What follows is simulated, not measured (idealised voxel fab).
The process module presented herein is designated voxel transistor to metal.
Cross-sectional view cut (width: 275 nm; square cell size: 5 nm).
The cross-sections in this document take the form of a grid made of square cells. They are written out as bands, in order from top to bottom. Each band consists of one or more rows of cells.
Read a band's entry like this: the first values are the height of its top and the height of its bottom in nm, and what follows is the sequence of materials from left to right, each with its width in nm. Note that "air" is empty space, and that a single material marked "edge to edge" reaches across the band from edge to edge.
Heads up on the height convention: 0 is the point under which the incoming wafer is all one material, and the lowest band has no bottom, it just keeps going down, like "z 0 and below".
Top row gets the first number, bottom row gets the second, and each row in between changes by the same step: that is how a band width like "30..40" works.
Given "remained the same" for a step, no cell of the cross-section differs between before and after that step.
Entry "Enclosed empty spaces". Content: empty spaces with no open connection to the top, size 8 cells or greater. Each: width x height at distance. Distance: from left edge. Unit: nm.
Text after the settings on a step's line: the simulator's own remark on that step.
Steps that use a mask can have "overlay nm" on their line. It says how far the mask sat to the right of where it was meant to be. Negative means to the left.
**Process steps foreseen in the plan**
1) RECEIVE | material Si
2) CONFORMAL_DEP | material SiO2 | thk nm 5
3) CONFORMAL_DEP | material SiN | thk nm 15
4) DIRECTIONAL_DEP | material aC | thk nm 10
5) PATTERN | tone cover | mask id ACTIVE | material resist | width nm 95 | pitch nm 120 | thk nm 25 | overlay nm 0
6) DIRECTIONAL_ETCH | etch materials aC | depth nm 10
7) STRIP | etch materials resist
8) DIRECTIONAL_ETCH | etch materials SiN | depth nm 15
9) DIRECTIONAL_ETCH | etch materials SiO2 | depth nm 5
10) DIRECTIONAL_ETCH | etch materials Si | depth nm 25
11) STRIP | etch materials aC
12) OXIDIZE | depth nm 5
13) FILL_DEP | material SiO2 | thk nm 15
14) CMP | height nm 20
15) SELECTIVE_ETCH | etch materials SiO2 | depth nm 10
16) STRIP | etch materials SiN
17) SELECTIVE_ETCH | etch materials SiO2 | depth nm 5
18) OXIDIZE | depth nm 5
19) DIRECTIONAL_DEP | material polySi | thk nm 30
20) DIRECTIONAL_DEP | material SiCN | thk nm 15
21) DIRECTIONAL_DEP | material aC | thk nm 15
22) PATTERN | tone cover | mask id GATE | material resist | width nm 25 | pitch nm 120 | thk nm 30 | overlay nm 0
23) DIRECTIONAL_ETCH | etch materials aC | depth nm 15
24) STRIP | etch materials resist
25) DIRECTIONAL_ETCH | etch materials SiCN | depth nm 25
26) DIRECTIONAL_ETCH | etch materials polySi | depth nm 40
27) STRIP | etch materials aC
28) CONFORMAL_DEP | material SiO2 | thk nm 5
29) DIRECTIONAL_ETCH | etch materials SiO2 | depth nm 5
30) CONFORMAL_DEP | material SiN | thk nm 5
31) DIRECTIONAL_ETCH | etch materials SiN | depth nm 5
32) DIRECTIONAL_ETCH | etch materials SiO2 | depth nm 5
33) EPI | material pSi | thk nm 5
34) FILL_DEP | material SiO2 | thk nm 5
35) CMP | height nm 30
36) STRIP | etch materials polySi
37) SELECTIVE_ETCH | etch materials SiO2 | depth nm 5
38) CONFORMAL_DEP | material HfO2 | thk nm 5
39) CONFORMAL_DEP | material TiN | thk nm 5
40) FILL_DEP | material W | thk nm 10
41) CMP | height nm 25
42) DIRECTIONAL_DEP | material SiO2 | thk nm 15
43) DIRECTIONAL_DEP | material aC | thk nm 15
44) PATTERN | tone open | mask id CONTACT | material resist | width nm 15 | thk nm 30 | overlay nm 0
45) DIRECTIONAL_ETCH | etch materials aC | depth nm 15
46) STRIP | etch materials resist
47) DIRECTIONAL_ETCH | etch materials SiO2 | depth nm 40
48) STRIP | etch materials aC
49) CONFORMAL_DEP | material TiN | thk nm 5
50) FILL_DEP | material W | thk nm 5
51) CMP | height nm 40
52) CONFORMAL_DEP | material SiN | thk nm 5
53) DIRECTIONAL_DEP | material SiO2 | thk nm 20
54) PATTERN | tone open | mask id METAL_1 | material resist | width nm 15 | thk nm 15 | overlay nm 0
55) DIRECTIONAL_ETCH | etch materials SiO2 | depth nm 20
56) DIRECTIONAL_ETCH | etch materials SiN | depth nm 5
57) STRIP | etch materials resist
58) CONFORMAL_DEP | material TiN | thk nm 5
59) FILL_DEP | material Cu | thk nm 5
60) CMP | height nm 65
61) CONFORMAL_DEP | material SiCN | thk nm 5
62) DIRECTIONAL_DEP | material lowk | thk nm 30
63) MASKED_ETCH | tone open | mask id METAL_2 | width nm 15 | pitch nm 120 | etch materials lowk | depth nm 20 | overlay nm 0
64) PATTERN | tone open | mask id METAL_2_HOLES | material resist | width nm 15 | pitch nm 120 | thk nm 20 | overlay nm 0
65) DIRECTIONAL_ETCH | etch materials lowk | depth nm 10
66) DIRECTIONAL_ETCH | etch materials SiCN | depth nm 5
67) STRIP | etch materials resist
68) CONFORMAL_DEP | material TiN | thk nm 5
69) FILL_DEP | material Cu | thk nm 10
70) CMP | height nm 100
71) CONFORMAL_DEP | material SiN | thk nm 5
**Delivered wafer in cross-section: state after step 1**
	z 0 and below = Si edge to edge
	Enclosed empty spaces: none
**Here's the cross-section of the first of our two wafers at the end of the module - it ran as planned**
	z 105 to 100 = SiN edge to edge
	z 100 to 70 = lowk=35; TiN=5; Cu=5; TiN=5; lowk=105; TiN=5; Cu=5; TiN=5; lowk=105
	z 70 to 65 = SiCN=35; TiN=15; SiCN=105; TiN=15; SiCN=105
	z 65 to 45 = SiO2=35; TiN=5; Cu=5; TiN=5; SiO2=55; TiN=5; Cu=5; TiN=5; SiO2=35; TiN=5; Cu=5; TiN=5; SiO2=55; TiN=5; Cu=5; TiN=5; SiO2=35
	z 45 to 40 = SiN=35; TiN=15; SiN=55; TiN=15; SiN=35; TiN=15; SiN=55; TiN=15; SiN=35
	z 40 to 25 = SiO2=35; TiN=5; W=5; TiN=5; SiO2=55; TiN=5; W=5; TiN=5; SiO2=35; TiN=5; W=5; TiN=5; SiO2=55; TiN=5; W=5; TiN=5; SiO2=35
	z 25 to 5 = SiO2=35; TiN=5; W=5; TiN=5; SiO2=5; SiN=5; HfO2=5; TiN=5; W=15; TiN=5; HfO2=5; SiN=5; SiO2=5; TiN=5; W=5; TiN=5; SiO2=35; TiN=5; W=5; TiN=5; SiO2=5; SiN=5; HfO2=5; TiN=5; W=15; TiN=5; HfO2=5; SiN=5; SiO2=5; TiN=5; W=5; TiN=5; SiO2=35
	z 5 to 0 = SiO2=30; SiN=5; TiN=15; SiO2=5; SiN=5; HfO2=5; TiN=25; HfO2=5; SiN=5; SiO2=5; TiN=15; SiN=5; SiO2=25; SiN=5; TiN=15; SiO2=5; SiN=5; HfO2=5; TiN=25; HfO2=5; SiN=5; SiO2=5; TiN=15; SiN=5; SiO2=30
	z 0 to -5 = SiO2=35; pSi=20; SiO2=5; HfO2=35; SiO2=5; pSi=20; SiO2=35; pSi=20; SiO2=5; HfO2=35; SiO2=5; pSi=20; SiO2=35
	z -5 to -30 = SiO2=35; Si=85; SiO2=35; Si=85; SiO2=35
	z -30 and below = Si edge to edge
	Enclosed empty spaces: none
**Cross-sectional view: second of two wafers, end of module; start and plan identical to the first, one mistake in running**
	z 105 to 100 = TiN edge to edge
	z 100 to 70 = lowk=35; TiN=5; Cu=5; TiN=5; lowk=105; TiN=5; Cu=5; TiN=5; lowk=105
	z 70 to 65 = SiCN=35; TiN=15; SiCN=105; TiN=15; SiCN=105
	z 65 to 45 = SiO2=35; TiN=5; Cu=5; TiN=5; SiO2=55; TiN=5; Cu=5; TiN=5; SiO2=35; TiN=5; Cu=5; TiN=5; SiO2=55; TiN=5; Cu=5; TiN=5; SiO2=35
	z 45 to 40 = SiN=35; TiN=15; SiN=55; TiN=15; SiN=35; TiN=15; SiN=55; TiN=15; SiN=35
	z 40 to 25 = SiO2=35; TiN=5; W=5; TiN=5; SiO2=55; TiN=5; W=5; TiN=5; SiO2=35; TiN=5; W=5; TiN=5; SiO2=55; TiN=5; W=5; TiN=5; SiO2=35
	z 25 to 5 = SiO2=35; TiN=5; W=5; TiN=5; SiO2=5; SiN=5; HfO2=5; TiN=5; W=15; TiN=5; HfO2=5; SiN=5; SiO2=5; TiN=5; W=5; TiN=5; SiO2=35; TiN=5; W=5; TiN=5; SiO2=5; SiN=5; HfO2=5; TiN=5; W=15; TiN=5; HfO2=5; SiN=5; SiO2=5; TiN=5; W=5; TiN=5; SiO2=35
	z 5 to 0 = SiO2=30; SiN=5; TiN=15; SiO2=5; SiN=5; HfO2=5; TiN=25; HfO2=5; SiN=5; SiO2=5; TiN=15; SiN=5; SiO2=25; SiN=5; TiN=15; SiO2=5; SiN=5; HfO2=5; TiN=25; HfO2=5; SiN=5; SiO2=5; TiN=15; SiN=5; SiO2=30
	z 0 to -5 = SiO2=35; pSi=20; SiO2=5; HfO2=35; SiO2=5; pSi=20; SiO2=35; pSi=20; SiO2=5; HfO2=35; SiO2=5; pSi=20; SiO2=35
	z -5 to -30 = SiO2=35; Si=85; SiO2=35; Si=85; SiO2=35
	z -30 and below = Si edge to edge
	Enclosed empty spaces: none
Diagnosis: step 71 off recipe, ran as CONFORMAL_DEP | material TiN | thk nm 5
It is noted that, at the conclusion of processing, the second wafer exhibits a higher or lower cell count for certain materials relative to the first: SiN: 55 fewer, TiN: 55 more
